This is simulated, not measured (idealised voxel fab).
process module | voxel capacitor over wiring
cross-section cut | 250 nm wide | cells 5 nm
A cross-section is a grid of square cells, given in bands from the top down. A band is one or more rows of cells.
Each band's line starts with the height of the band's top and of its bottom, in nm. Then come its materials from left to right, each with its width in nm. One material with "throughout" fills the band from edge to edge. "air" is empty space.
Height 0 is the level under which the wafer as received is all one material. The lowest band goes on downwards, as in "0 down".
A width such as "30 to 40" changes by the same amount from each row of cells to the next, from the band's top row to its bottom row.
"no change" after a step means that no cell of the cross-section changed.
closed voids: empty space of 8 cells or more with no open way to the top, each as width x height at its distance from the left edge, in nm
after a step's settings: what the simulator itself notes on the step
overlay nm, on a step with a mask: how far to the right of its planned place the mask lay; to the left if negative
plan
1 op RECEIVE | material Si
2 op CONFORMAL_DEP | material SiO2 | thk nm 10
3 op CONFORMAL_DEP | material SiN | thk nm 5
4 op DIRECTIONAL_DEP | material lowk | thk nm 20
5 op PATTERN | tone open | mask id METAL_1 | material resist | width nm 20 | pitch nm 90 | thk nm 15 | overlay nm 0
6 op DIRECTIONAL_ETCH | etch materials lowk | depth nm 20
7 op DIRECTIONAL_ETCH | etch materials SiN | depth nm 5
8 op STRIP | etch materials resist
9 op CONFORMAL_DEP | material TiN | thk nm 5
10 op FILL_DEP | material Ru | thk nm 10
11 op CMP | height nm 35
12 op EPI | material Ru | thk nm 5
13 op FILL_DEP | material SiCN | thk nm 5
14 op DIRECTIONAL_DEP | material SiO2 | thk nm 15
15 op PATTERN | tone open | mask id PLUG_1 | material resist | width nm 15 | thk nm 15 | overlay nm 0
16 op DIRECTIONAL_ETCH | etch materials SiO2 | depth nm 15
17 op DIRECTIONAL_ETCH | etch materials SiCN | depth nm 5
18 op STRIP | etch materials resist
19 op EPI | material Ru | thk nm 10
20 op EPI | material Ru | thk nm 10
21 op DIRECTIONAL_DEP | material TiN | thk nm 10
22 op DIRECTIONAL_DEP | material SiN | thk nm 5
23 op DIRECTIONAL_DEP | material TiN | thk nm 10
24 op PATTERN | tone cover | mask id UPPER_PLATE | material resist | width nm 75 | thk nm 20 | overlay nm 0
25 op DIRECTIONAL_ETCH | etch materials TiN | depth nm 10
26 op DIRECTIONAL_ETCH | etch materials SiN | depth nm 5
27 op STRIP | etch materials resist
28 op PATTERN | tone cover | mask id LOWER_PLATE | material resist | width nm 85 | thk nm 15 | overlay nm 0
29 op DIRECTIONAL_ETCH | etch materials TiN | depth nm 10
30 op STRIP | etch materials resist
31 op FILL_DEP | material SiO2 | thk nm 15
32 op CMP | height nm 95
33 op PATTERN | tone open | mask id PLUG_2 | material resist | width nm 15 | thk nm 15 | overlay nm 0
34 op DIRECTIONAL_ETCH | etch materials SiO2 | depth nm 10
35 op STRIP | etch materials resist
36 op CONFORMAL_DEP | material TiN | thk nm 5
37 op FILL_DEP | material Ru | thk nm 5
38 op CMP | height nm 95
39 op CONFORMAL_DEP | material SiN | thk nm 5
as received, after step 1
  0 down: Si throughout
  closed voids: none
a wafer at the end: this start, this plan, one mistake
  100 to 95: SiN throughout
  95 to 90: SiO2 85 | TiN 5 | Ru 5 | TiN 5 | SiO2 150
  90 to 85: SiO2 85 | TiN 15 | SiO2 150
  85 to 75: SiO2 75 | TiN 75 | SiO2 100
  75 to 70: SiO2 75 | SiN 75 | SiO2 100
  70 to 60: SiO2 75 | TiN 85 | SiO2 90
  60 to 45: SiO2 75 | Ru 15 | SiO2 160
  45 to 40: SiCN 75 | Ru 15 | SiCN 160
  40 to 35: SiCN 65 | Ru 30 | SiCN 60 | Ru 30 | SiCN 65
  35 to 15: lowk 70 | TiN 5 | Ru 10 | TiN 5 | lowk 70 | TiN 5 | Ru 10 | TiN 5 | lowk 70
  15 to 10: SiN 70 | TiN 20 | SiN 70 | TiN 20 | SiN 70
  10 to 0: SiO2 throughout
  0 down: Si throughout
  closed voids: none
what went wrong: step 28 ran as: op PATTERN | tone cover | mask id LOWER_PLATE | material resist | width nm 85 | thk nm 15 | overlay nm 5
